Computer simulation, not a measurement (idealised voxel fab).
Process module in this document: voxel ribs on slabs
Section shown: cut. Width: 240 nm. Cell size: 5 nm, square.
If you're reading a cross-section in this doc, picture square cells in a grid; it comes to you as bands, top ones listed first down to the bottom, and a band can be one or more rows of cells. Within each band entry, the heights of the top and of the bottom of the band appear first, in that order and in nm; the materials of the band then follow from left to right, each with its corresponding width in nm. The designation "all across" on a single material indicates that it fills the band from edge to edge; the designation "blank" indicates empty space. Heights from 0 (as-received wafer is one material below). Bottom band endless downward, as "0 nm and below". Per-row width for "30..40": begins at first number (top row of band), ends at second number (bottom row), increment between rows held constant. Reading "remained the same" for a step: not a cell of the cross-section changed in it. "Cavities, closed" - sealed voids, min. 8 cells, no opening to top; format: width x height at distance (distance from left edge; nm throughout). after a step's settings: what the simulator itself notes on the step. The "overlay nm" setting may appear on a step's line; for a step that uses a mask, it gives how far to the right of its planned position the mask lay, and a negative value indicates the left.
Here's what the planned process steps look like:
1: RECEIVE [material Si]
2: DIRECTIONAL_DEP [material SiO2] [thk nm 30]
3: DIRECTIONAL_DEP [material SiN] [thk nm 20]
4: PATTERN [tone cover] [mask id RIB] [material resist] [width nm 20] [thk nm 15] [overlay nm 0]
5: DIRECTIONAL_ETCH [etch materials SiN] [depth nm 10]
6: STRIP [etch materials resist]
7: PATTERN [tone cover] [mask id SLAB] [material resist] [width nm 70] [thk nm 15] [overlay nm 0]
8: DIRECTIONAL_ETCH [etch materials SiN] [depth nm 10]
9: STRIP [etch materials resist]
10: FILL_DEP [material SiO2] [thk nm 30]
11: CMP [height nm 70]
12: DIRECTIONAL_DEP [material W] [thk nm 10]
13: MASKED_ETCH [tone cover] [mask id HEATER] [width nm 30] [etch materials W] [depth nm 5] [overlay nm 0]
14: CONFORMAL_DEP [material SiO2] [thk nm 10]
Across this set of wafers, the varied parameter is the depth nm of step 13. Starting conditions are identical for every wafer, and the plan reports the value assigned to the first wafer.
The as-received cross-section of the first of several wafers corresponds to the state after step 1:
* 0 nm and below | Si all across
* Cavities, closed: none
Cross-sectional representation of the first of several wafers at the end of the module, i.e. after its terminal step, step 14:
* 90 nm to 85 nm | blank: 95, then SiO2: 50, then blank: 95
* 85 nm to 80 nm | SiO2 all across
* 80 nm to 75 nm | SiO2: 105, then W: 30, then SiO2: 105
* 75 nm to 70 nm | W all across
* 70 nm to 50 nm | SiO2 all across
* 50 nm to 40 nm | SiO2: 110, then SiN: 20, then SiO2: 110
* 40 nm to 30 nm | SiO2: 85, then SiN: 70, then SiO2: 85
* 30 nm to 0 nm | SiO2 all across
* 0 nm and below | Si all across
* Cavities, closed: none
Sectional view of the last wafer upon completion of the module:
* 90 nm to 80 nm | blank: 95, then SiO2: 50, then blank: 95
* 80 nm to 70 nm | SiO2: 105, then W: 30, then SiO2: 105
* 70 nm to 50 nm | SiO2 all across
* 50 nm to 40 nm | SiO2: 110, then SiN: 20, then SiO2: 110
* 40 nm to 30 nm | SiO2: 85, then SiN: 70, then SiO2: 85
* 30 nm to 0 nm | SiO2 all across
* 0 nm and below | Si all across
* Cavities, closed: none
Below: a row per wafer. Contents at end of module: for every material, cells gained since receipt (+) or lost since receipt (-); then closed voids:
depth nm 5 | +36 SiN | +736 SiO2 | +54 W | Cavities, closed: none
depth nm 10 | +36 SiN | +740 SiO2 | +12 W | Cavities, closed: none
depth nm 15 | +36 SiN | +740 SiO2 | +12 W | Cavities, closed: none
depth nm 20 | +36 SiN | +740 SiO2 | +12 W | Cavities, closed: none
depth nm 25 | +36 SiN | +740 SiO2 | +12 W | Cavities, closed: none
